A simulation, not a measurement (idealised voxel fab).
The process module that follows is named voxel capacitor over wiring.
195 nm wide, 5 nm square cells: that's cross-section cut.
Cross-section, as written here: a square-cell grid given band by band from the top down, where a band holds one or more rows of cells. What a band's entry tells you: where the top is and where the bottom is, as heights in nm, and after that what lies inside, material by material from left to right, each with its width in nm. Empty space is written as the word "empty", and a single material marked with the word "edge to edge" occupies the band from edge to edge. Heights are reckoned from 0. Under this level, the received wafer is all of one material. The bottommost band is open-ended downward, for example "from 0 down". Width "30..40": first value at the band's top row of cells, second value at its bottom row, equal change from row to row. "identical to before" -> step changed no cross-section cell. The list in "Unvented cavities" covers empty spaces of 8 cells or more that cannot reach the top through any open way, and it gives each as width x height at distance; the distance is from the left edge, and width, height and distance are in nm. Read whatever lies past the settings on a step's line as the simulator's own remark about the step. Regarding "overlay nm": on a step with a mask, it is the distance the mask lay to the right of its planned place; a negative value places it to the left.
[So here's the lineup of process steps we planned]
- 1: RECEIVE with material Si
- 2: CONFORMAL_DEP with material SiO2, thk nm 10
- 3: DIRECTIONAL_DEP with material TiN, thk nm 5
- 4: DIRECTIONAL_DEP with material W, thk nm 25
- 5: DIRECTIONAL_DEP with material aC, thk nm 15
- 6: PATTERN with tone cover, mask id METAL_1, material resist, width nm 30, pitch nm 85, thk nm 30, overlay nm -15
- 7: DIRECTIONAL_ETCH with etch materials aC, depth nm 15
- 8: STRIP with etch materials resist
- 9: DIRECTIONAL_ETCH with etch materials W, depth nm 25
- 10: DIRECTIONAL_ETCH with etch materials TiN, depth nm 5
- 11: STRIP with etch materials aC
- 12: FILL_DEP with material lowk, thk nm 10
- 13: CMP with height nm 40
- 14: CONFORMAL_DEP with material SiCN, thk nm 5
- 15: DIRECTIONAL_DEP with material lowk, thk nm 15
- 16: MASKED_ETCH with tone open, mask id PLUG_1, width nm 15, etch materials lowk, depth nm 15, overlay nm 0
- 17: MASKED_ETCH with tone open, mask id PLUG_1, width nm 15, etch materials SiCN, depth nm 5, overlay nm 0
- 18: EPI with material Ru, thk nm 10
- 19: EPI with material Ru, thk nm 10
- 20: DIRECTIONAL_DEP with material TiN, thk nm 10
- 21: DIRECTIONAL_DEP with material Al2O3, thk nm 5
- 22: DIRECTIONAL_DEP with material TiN, thk nm 10
- 23: MASKED_ETCH with tone cover, mask id UPPER_PLATE, width nm 60, etch materials TiN, depth nm 10, overlay nm 0
- 24: MASKED_ETCH with tone cover, mask id UPPER_PLATE, width nm 60, etch materials Al2O3, depth nm 5, overlay nm 0
- 25: DIRECTIONAL_DEP with material aC, thk nm 15
- 26: PATTERN with tone cover, mask id LOWER_PLATE, material resist, width nm 70, thk nm 30, overlay nm 0
- 27: DIRECTIONAL_ETCH with etch materials aC, depth nm 15
- 28: STRIP with etch materials resist
- 29: DIRECTIONAL_ETCH with etch materials TiN, depth nm 10
- 30: STRIP with etch materials aC
- 31: FILL_DEP with material SiO2, thk nm 20
- 32: CMP with height nm 100
- 33: PATTERN with tone open, mask id PLUG_2, material resist, width nm 15, thk nm 15, overlay nm 0
- 34: DIRECTIONAL_ETCH with etch materials SiO2, depth nm 15
- 35: STRIP with etch materials resist
- 36: CONFORMAL_DEP with material TiN, thk nm 5
- 37: FILL_DEP with material W, thk nm 5
- 38: CMP with height nm 100
- 39: CONFORMAL_DEP with material SiCN, thk nm 5
Among the wafers covered here, the point of difference is the overlay nm at step 6; their starting state is shared, and the plan presents the value of the first wafer.
[The first of several wafers, as received after step 1, seen in section]
  from 0 down  Si edge to edge
  Unvented cavities: none
[Once step 39, the last step, is complete, the module is at its end; this is the cross-section of the first of several wafers]
  from 105 to 100  SiCN edge to edge
  from 100 to 90  SiO2 65 nm  TiN 5 nm  W 5 nm  TiN 5 nm  SiO2 115 nm
  from 90 to 85  SiO2 65 nm  TiN 15 nm  SiO2 115 nm
  from 85 to 75  SiO2 70 nm  TiN 45 nm  SiO2 80 nm
  from 75 to 70  SiO2 70 nm  Al2O3 45 nm  SiO2 80 nm
  from 70 to 65  SiO2 50 nm  TiN 5 nm  SiO2 15 nm  TiN 50 nm  SiO2 75 nm
  from 65 to 60  SiO2 50 nm  TiN 70 nm  SiO2 75 nm
  from 60 to 55  lowk 55 nm  TiN 15 nm  lowk 125 nm
  from 55 to 50  lowk 55 nm  Al2O3 15 nm  lowk 125 nm
  from 50 to 45  lowk 55 nm  TiN 15 nm  lowk 125 nm
  from 45 to 40  SiCN 55 nm  TiN 15 nm  SiCN 125 nm
  from 40 to 15  lowk 25 nm  W 30 nm  lowk 55 nm  W 30 nm  lowk 55 nm
  from 15 to 10  lowk 25 nm  TiN 30 nm  lowk 55 nm  TiN 30 nm  lowk 55 nm
  from 10 to 0  SiO2 edge to edge
  from 0 down  Si edge to edge
  Unvented cavities: none
[The final wafer, sectioned at module end]
  from 105 to 100  SiCN edge to edge
  from 100 to 90  SiO2 65 nm  TiN 5 nm  W 5 nm  TiN 5 nm  SiO2 115 nm
  from 90 to 85  SiO2 65 nm  TiN 15 nm  SiO2 115 nm
  from 85 to 75  SiO2 55 nm  TiN 60 nm  SiO2 80 nm
  from 75 to 70  SiO2 55 nm  Al2O3 60 nm  SiO2 80 nm
  from 70 to 60  SiO2 50 nm  TiN 70 nm  SiO2 75 nm
  from 60 to 45  lowk 55 nm  Ru 15 nm  lowk 125 nm
  from 45 to 40  SiCN 55 nm  Ru 15 nm  SiCN 125 nm
  from 40 to 15  lowk 55 nm  W 30 nm  lowk 55 nm  W 30 nm  lowk 25 nm
  from 15 to 10  lowk 55 nm  TiN 30 nm  lowk 55 nm  TiN 30 nm  lowk 25 nm
  from 10 to 0  SiO2 edge to edge
  from 0 down  Si edge to edge
  Unvented cavities: none
[Below is a per-wafer table. In it, each row describes the wafer at the end of the module by giving, for each material, the number of cells gained (+) or lost (-) since the wafer was received, and after that the closed voids of the wafer]
overlay nm -15; +12 Al2O3; +75 SiCN; +329 SiO2; +71 TiN; +62 W; +270 lowk; Unvented cavities: none
overlay nm -10; +12 Al2O3; +12 Ru; +75 SiCN; +317 SiO2; +71 TiN; +62 W; +270 lowk; Unvented cavities: none
overlay nm -5; +12 Al2O3; +12 Ru; +75 SiCN; +317 SiO2; +71 TiN; +62 W; +270 lowk; Unvented cavities: none
overlay nm 0; +12 Al2O3; +12 Ru; +75 SiCN; +317 SiO2; +71 TiN; +62 W; +270 lowk; Unvented cavities: none
overlay nm 5; +12 Al2O3; +12 Ru; +75 SiCN; +317 SiO2; +71 TiN; +62 W; +270 lowk; Unvented cavities: none
overlay nm 10; +12 Al2O3; +12 Ru; +75 SiCN; +317 SiO2; +71 TiN; +62 W; +270 lowk; Unvented cavities: none
overlay nm 15; +12 Al2O3; +12 Ru; +75 SiCN; +317 SiO2; +71 TiN; +62 W; +270 lowk; Unvented cavities: none
